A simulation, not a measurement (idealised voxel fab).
process module | voxel ribs on slabs
We display cut, a cross-section 155 nm in width whose square cells are each 5 nm.
A cross-section in this document is a grid of square cells, and it is written down as bands, the top band listed before the ones below it; a band is made up of one or more rows of cells. Top height, bottom height, nm. Materials left to right, width each, nm. Single material + "throughout" = fills band edge to edge. "empty" = empty. Zero point of the height axis is 0; under it, received wafer = one material. Lowest band: continues down indefinitely, "0 down". Width "30..40": first value at the band's top row of cells, second value at its bottom row, equal change from row to row. Basically "changes: none" means that step didn't change any cell in the cross-section. The list in "Closed voids list" covers empty spaces of 8 cells or more that cannot reach the top through any open way, and it gives each as width x height at distance; the distance is from the left edge, and width, height and distance are in nm. Note: text after step settings on the step line = simulator remark on that step. overlay nm: step with mask; distance mask lay right of planned place; negative value = left of planned place.

**Planned step list for the process**
1,RECEIVE with material Si
2,DIRECTIONAL_DEP with material SiO2, thk nm 20
3,DIRECTIONAL_DEP with material polySi, thk nm 25
4,MASKED_ETCH with tone cover, mask id RIB, width nm 20, etch materials polySi, depth nm 20, overlay nm 0
5,MASKED_ETCH with tone cover, mask id SLAB, width nm 70, etch materials polySi, depth nm 5, overlay nm 0
6,FILL_DEP with material SiO2, thk nm 20
7,CMP with height nm 55
8,DIRECTIONAL_DEP with material TiN, thk nm 10
9,PATTERN with tone cover, mask id HEATER, material resist, width nm 30, thk nm 20, overlay nm 0
10,DIRECTIONAL_ETCH with etch materials TiN, depth nm 10
11,STRIP with etch materials resist
12,CONFORMAL_DEP with material SiO2, thk nm 5

**The first wafer of two, processed as planned**

**As-received wafer cross-section (after step 1)**
* 0 down: Si throughout
* Closed voids list: none

**Cross-section: wafer state after step 2**
* 20 to 0: SiO2 throughout
* Nothing below the height 0 has changed.

**Cross-section: wafer state after step 3**
* 45 to 20: polySi throughout
* Nothing below the height 20 has changed.

**Cross-section: wafer state after step 4**
* 45 to 25: 65 of empty, then 20 of polySi, then 70 of empty
* Nothing below the height 25 has changed.

**Cross-section: wafer state after step 5**
* 45 to 25: 65 of empty, then 20 of polySi, then 70 of empty
* 25 to 20: 40 of empty, then 70 of polySi, then 45 of empty
* Nothing below the height 20 has changed.

**Cross-section: wafer state after step 6**
* 65 to 45: SiO2 throughout
* 45 to 25: 65 of SiO2, then 20 of polySi, then 70 of SiO2
* 25 to 20: 40 of SiO2, then 70 of polySi, then 45 of SiO2
* Nothing below the height 20 has changed.

**Cross-section: wafer state after step 7**
* 55 to 45: SiO2 throughout
* Nothing below the height 45 has changed.

**Cross-section: wafer state after step 8**
* 65 to 55: TiN throughout
* Nothing below the height 55 has changed.

**Cross-section: wafer state after step 9**
* 85 to 65: 60 of empty, then 30 of resist, then 65 of empty
* Nothing below the height 65 has changed.

**Cross-section: wafer state after step 10**
* 85 to 65: 60 of empty, then 30 of resist, then 65 of empty
* 65 to 55: 60 of empty, then 30 of TiN, then 65 of empty
* Nothing below the height 55 has changed.

**Cross-section: wafer state after step 11**
* 65 to 55: 60 of empty, then 30 of TiN, then 65 of empty
* Nothing below the height 55 has changed.

**Cross-section: wafer state after step 12**
* 70 to 65: 55 of empty, then 40 of SiO2, then 60 of empty
* 65 to 60: 55 of empty, then 5 of SiO2, then 30 of TiN, then 5 of SiO2, then 60 of empty
* 60 to 55: 60 of SiO2, then 30 of TiN, then 65 of SiO2
* Nothing below the height 55 has changed.

**What follows concerns the second wafer, which started out like the first and was meant to follow the very same plan; one mistake crept in when it was run, but everything up to and including step 1 is the same as for the first wafer**

**Cross-section of the second wafer corresponding to the planned conclusion of step 2**
* 40 to 0: SiO2 throughout
* Nothing below the height 0 has changed.

**Cross-section of the second wafer corresponding to the planned conclusion of step 3**
* 65 to 40: polySi throughout
* Nothing below the height 40 has changed.

**Cross-section of the second wafer corresponding to the planned conclusion of step 4**
* 65 to 45: 65 of empty, then 20 of polySi, then 70 of empty
* Nothing below the height 45 has changed.

**Cross-section of the second wafer corresponding to the planned conclusion of step 5**
* 65 to 45: 65 of empty, then 20 of polySi, then 70 of empty
* 45 to 40: 40 of empty, then 70 of polySi, then 45 of empty
* Nothing below the height 40 has changed.

**Cross-section of the second wafer corresponding to the planned conclusion of step 6**
* 85 to 65: SiO2 throughout
* 65 to 45: 65 of SiO2, then 20 of polySi, then 70 of SiO2
* 45 to 40: 40 of SiO2, then 70 of polySi, then 45 of SiO2
* Nothing below the height 40 has changed.

**Cross-section of the second wafer corresponding to the planned conclusion of step 7**
* 55 to 45: 65 of SiO2, then 20 of polySi, then 70 of SiO2
* Nothing below the height 45 has changed.

**Cross-section of the second wafer corresponding to the planned conclusion of step 8**
* 65 to 55: TiN throughout
* Nothing below the height 55 has changed.

**Cross-section of the second wafer corresponding to the planned conclusion of step 9**
* 85 to 65: 60 of empty, then 30 of resist, then 65 of empty
* Nothing below the height 65 has changed.

**Cross-section of the second wafer corresponding to the planned conclusion of step 10**
* 85 to 65: 60 of empty, then 30 of resist, then 65 of empty
* 65 to 55: 60 of empty, then 30 of TiN, then 65 of empty
* Nothing below the height 55 has changed.

**Cross-section of the second wafer corresponding to the planned conclusion of step 11**
* 65 to 55: 60 of empty, then 30 of TiN, then 65 of empty
* Nothing below the height 55 has changed.

**Cross-section of the second wafer corresponding to the planned conclusion of step 12**
* 70 to 65: 55 of empty, then 40 of SiO2, then 60 of empty
* 65 to 60: 55 of empty, then 5 of SiO2, then 30 of TiN, then 5 of SiO2, then 60 of empty
* 60 to 55: 60 of SiO2, then 30 of TiN, then 65 of SiO2
* Nothing below the height 55 has changed.
Heads up, the wafer didn't run the way we planned it: step 2 of the plan was executed twice over
Materials where the second wafer ends with more or fewer cells than the first: SiO2: 8 more, polySi: 8 fewer
